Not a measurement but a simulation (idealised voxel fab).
The following is a process module called voxel self aligned vias.
Cross-sectional view cut (width: 155 nm; square cell size: 5 nm).
A cross-section in this document is a grid of square cells, and it is written down as bands, the top band listed before the ones below it; a band is made up of one or more rows of cells. This entry defines a band. It first specifies the height of the band's top and the height of its bottom in nm, and then specifies the band's materials from left to right, stating each material with its width in nm. The word "full width" identifies a single material that fills the band from edge to edge, while the word "blank" identifies empty space. Heads up on the height convention: 0 is the point under which the incoming wafer is all one material, and the lowest band has no bottom, it just keeps going down, like "0..down". A width such as "30..40" changes by the same amount from each row of cells to the next, from the band's top row to its bottom row. "no modification" for a step: no cell of the cross-section changed in that step. In the "Closed void listing" entry, you get each enclosed empty space of 8 cells or more, one with no open way to the top, written width x height at distance, distance from the left edge, in nm. Whatever follows a step's settings on its line is a remark the simulator itself makes about that step. For masked steps, "overlay nm" on the step line gives how far right of plan the mask actually lay; a minus sign means it lay to the left.

THIS SECTION LISTS THE PROCESS STEPS THAT WERE PLANNED
1: RECEIVE | material Si
2: CONFORMAL_DEP | material SiO2 | thk nm 10
3: CONFORMAL_DEP | material SiCN | thk nm 5
4: DIRECTIONAL_DEP | material lowk | thk nm 30
5: MASKED_ETCH | tone open | mask id LINES | width nm 30 | pitch nm 65 | etch materials lowk | depth nm 30 | overlay nm 0
6: CONFORMAL_DEP | material TiN | thk nm 5
7: FILL_DEP | material Ru | thk nm 10
8: CMP | height nm 45
9: SELECTIVE_ETCH | etch materials W Ru TiN | depth nm 5
10: FILL_DEP | material SiN | thk nm 10
11: CMP | height nm 45
12: DIRECTIONAL_DEP | material lowk | thk nm 15
13: PATTERN | tone open | mask id VIAS | material resist | width nm 50 | thk nm 15 | overlay nm 0
14: DIRECTIONAL_ETCH | etch materials lowk | depth nm 15
15: DIRECTIONAL_ETCH | etch materials SiN | depth nm 5
16: STRIP | etch materials resist
17: CONFORMAL_DEP | material TiN | thk nm 5
18: FILL_DEP | material Cu | thk nm 5
19: CMP | height nm 60
20: CONFORMAL_DEP | material SiCN | thk nm 5

FIRST WAFER, AS PLANNED

STEP 1 COMPLETE: CROSS-SECTION OF THE WAFER AS RECEIVED
> 0..down | Si full width
> Closed void listing: none

WAFER AFTER STEP 2 (CROSS-SECTION)
> 10..0 | SiO2 full width
> At heights below 0, the structure remains unaltered.

WAFER AFTER STEP 3 (CROSS-SECTION)
> 15..10 | SiCN full width
> At heights below 10, the structure remains unaltered.

WAFER AFTER STEP 4 (CROSS-SECTION)
> 45..15 | lowk full width
> At heights below 15, the structure remains unaltered.

WAFER AFTER STEP 5 (CROSS-SECTION)
> 45..15 | 30 lowk  30 blank  35 lowk  30 blank  30 lowk
> At heights below 15, the structure remains unaltered.

WAFER AFTER STEP 6 (CROSS-SECTION)
> 50..45 | 35 TiN  20 blank  45 TiN  20 blank  35 TiN
> 45..20 | 30 lowk  5 TiN  20 blank  5 TiN  35 lowk  5 TiN  20 blank  5 TiN  30 lowk
> 20..15 | 30 lowk  30 TiN  35 lowk  30 TiN  30 lowk
> At heights below 15, the structure remains unaltered.

WAFER AFTER STEP 7 (CROSS-SECTION)
> 60..50 | Ru full width
> 50..45 | 35 TiN  20 Ru  45 TiN  20 Ru  35 TiN
> 45..20 | 30 lowk  5 TiN  20 Ru  5 TiN  35 lowk  5 TiN  20 Ru  5 TiN  30 lowk
> At heights below 20, the structure remains unaltered.

WAFER AFTER STEP 8 (CROSS-SECTION)
> 45..20 | 30 lowk  5 TiN  20 Ru  5 TiN  35 lowk  5 TiN  20 Ru  5 TiN  30 lowk
> At heights below 20, the structure remains unaltered.

WAFER AFTER STEP 9 (CROSS-SECTION)
> 45..40 | 30 lowk  30 blank  35 lowk  30 blank  30 lowk
> At heights below 40, the structure remains unaltered.

WAFER AFTER STEP 10 (CROSS-SECTION)
> 55..45 | SiN full width
> 45..40 | 30 lowk  30 SiN  35 lowk  30 SiN  30 lowk
> At heights below 40, the structure remains unaltered.

WAFER AFTER STEP 11 (CROSS-SECTION)
> 45..40 | 30 lowk  30 SiN  35 lowk  30 SiN  30 lowk
> At heights below 40, the structure remains unaltered.

WAFER AFTER STEP 12 (CROSS-SECTION)
> 60..45 | lowk full width
> At heights below 45, the structure remains unaltered.

WAFER AFTER STEP 13 (CROSS-SECTION)
> 75..60 | 20 resist  50 blank  85 resist
> At heights below 60, the structure remains unaltered.

WAFER AFTER STEP 14 (CROSS-SECTION)
> 75..60 | 20 resist  50 blank  85 resist
> 60..45 | 20 lowk  50 blank  85 lowk
> At heights below 45, the structure remains unaltered.

WAFER AFTER STEP 15 (CROSS-SECTION)
> 75..60 | 20 resist  50 blank  85 resist
> 60..45 | 20 lowk  50 blank  85 lowk
> 45..40 | 30 lowk  30 blank  35 lowk  30 SiN  30 lowk
> At heights below 40, the structure remains unaltered.

WAFER AFTER STEP 16 (CROSS-SECTION)
> 60..45 | 20 lowk  50 blank  85 lowk
> At heights below 45, the structure remains unaltered.

WAFER AFTER STEP 17 (CROSS-SECTION)
> 65..60 | 25 TiN  40 blank  90 TiN
> 60..50 | 20 lowk  5 TiN  40 blank  5 TiN  85 lowk
> 50..45 | 20 lowk  15 TiN  20 blank  15 TiN  85 lowk
> 45..40 | 30 lowk  30 TiN  35 lowk  30 SiN  30 lowk
> At heights below 40, the structure remains unaltered.

WAFER AFTER STEP 18 (CROSS-SECTION)
> 70..65 | Cu full width
> 65..60 | 25 TiN  40 Cu  90 TiN
> 60..50 | 20 lowk  5 TiN  40 Cu  5 TiN  85 lowk
> 50..45 | 20 lowk  15 TiN  20 Cu  15 TiN  85 lowk
> At heights below 45, the structure remains unaltered.

WAFER AFTER STEP 19 (CROSS-SECTION)
> 60..50 | 20 lowk  5 TiN  40 Cu  5 TiN  85 lowk
> At heights below 50, the structure remains unaltered.

WAFER AFTER STEP 20 (CROSS-SECTION)
> 65..60 | SiCN full width
> At heights below 60, the structure remains unaltered.

OKAY, SECOND WAFER. NOTHING DIFFERENT AT THE START, NOTHING DIFFERENT IN THE PLAN, JUST ONE MISTAKE SOMEWHERE IN THE RUNNING. AS FAR AS STEP 2, COUNTING THAT STEP, IT'S THE FIRST WAFER ALL OVER AGAIN

SECOND WAFER CROSS-SECTION, TAKEN AS OF THE TIME THE PLAN SETS FOR STEP 3 TO BE DONE
> 40..10 | lowk full width
> At heights below 10, the structure remains unaltered.

SECOND WAFER CROSS-SECTION, TAKEN AS OF THE TIME THE PLAN SETS FOR STEP 4 TO BE DONE
> 45..40 | SiCN full width
> At heights below 40, the structure remains unaltered.

Second wafer cross-section, taken as of the time the plan sets for step 5 to be done: no modification

SECOND WAFER CROSS-SECTION, TAKEN AS OF THE TIME THE PLAN SETS FOR STEP 6 TO BE DONE
> 50..45 | TiN full width
> At heights below 45, the structure remains unaltered.

SECOND WAFER CROSS-SECTION, TAKEN AS OF THE TIME THE PLAN SETS FOR STEP 7 TO BE DONE
> 60..50 | Ru full width
> At heights below 50, the structure remains unaltered.

SECOND WAFER CROSS-SECTION, TAKEN AS OF THE TIME THE PLAN SETS FOR STEP 8 TO BE DONE
> 45..40 | SiCN full width
> At heights below 40, the structure remains unaltered.

Second wafer cross-section, taken as of the time the plan sets for step 9 to be done: no modification

SECOND WAFER CROSS-SECTION, TAKEN AS OF THE TIME THE PLAN SETS FOR STEP 10 TO BE DONE
> 55..45 | SiN full width
> At heights below 45, the structure remains unaltered.

SECOND WAFER CROSS-SECTION, TAKEN AS OF THE TIME THE PLAN SETS FOR STEP 11 TO BE DONE
> 45..40 | SiCN full width
> At heights below 40, the structure remains unaltered.

SECOND WAFER CROSS-SECTION, TAKEN AS OF THE TIME THE PLAN SETS FOR STEP 12 TO BE DONE
> 60..45 | lowk full width
> At heights below 45, the structure remains unaltered.

SECOND WAFER CROSS-SECTION, TAKEN AS OF THE TIME THE PLAN SETS FOR STEP 13 TO BE DONE
> 75..60 | 20 resist  50 blank  85 resist
> At heights below 60, the structure remains unaltered.

SECOND WAFER CROSS-SECTION, TAKEN AS OF THE TIME THE PLAN SETS FOR STEP 14 TO BE DONE
> 75..60 | 20 resist  50 blank  85 resist
> 60..45 | 20 lowk  50 blank  85 lowk
> At heights below 45, the structure remains unaltered.

Second wafer cross-section, taken as of the time the plan sets for step 15 to be done: no modification

SECOND WAFER CROSS-SECTION, TAKEN AS OF THE TIME THE PLAN SETS FOR STEP 16 TO BE DONE
> 60..45 | 20 lowk  50 blank  85 lowk
> At heights below 45, the structure remains unaltered.

SECOND WAFER CROSS-SECTION, TAKEN AS OF THE TIME THE PLAN SETS FOR STEP 17 TO BE DONE
> 65..60 | 25 TiN  40 blank  90 TiN
> 60..50 | 20 lowk  5 TiN  40 blank  5 TiN  85 lowk
> 50..45 | 20 lowk  50 TiN  85 lowk
> At heights below 45, the structure remains unaltered.

SECOND WAFER CROSS-SECTION, TAKEN AS OF THE TIME THE PLAN SETS FOR STEP 18 TO BE DONE
> 70..65 | Cu full width
> 65..60 | 25 TiN  40 Cu  90 TiN
> 60..50 | 20 lowk  5 TiN  40 Cu  5 TiN  85 lowk
> At heights below 50, the structure remains unaltered.

SECOND WAFER CROSS-SECTION, TAKEN AS OF THE TIME THE PLAN SETS FOR STEP 19 TO BE DONE
> 60..50 | 20 lowk  5 TiN  40 Cu  5 TiN  85 lowk
> At heights below 50, the structure remains unaltered.

SECOND WAFER CROSS-SECTION, TAKEN AS OF THE TIME THE PLAN SETS FOR STEP 20 TO BE DONE
> 65..60 | SiCN full width
> At heights below 60, the structure remains unaltered.
Finding, execution versus plan: steps 3 and 4: order swapped relative to plan
Cell-count delta at end, second wafer over first, by material: Cu -4; Ru -32; SiN -6; TiN -30; lowk +72
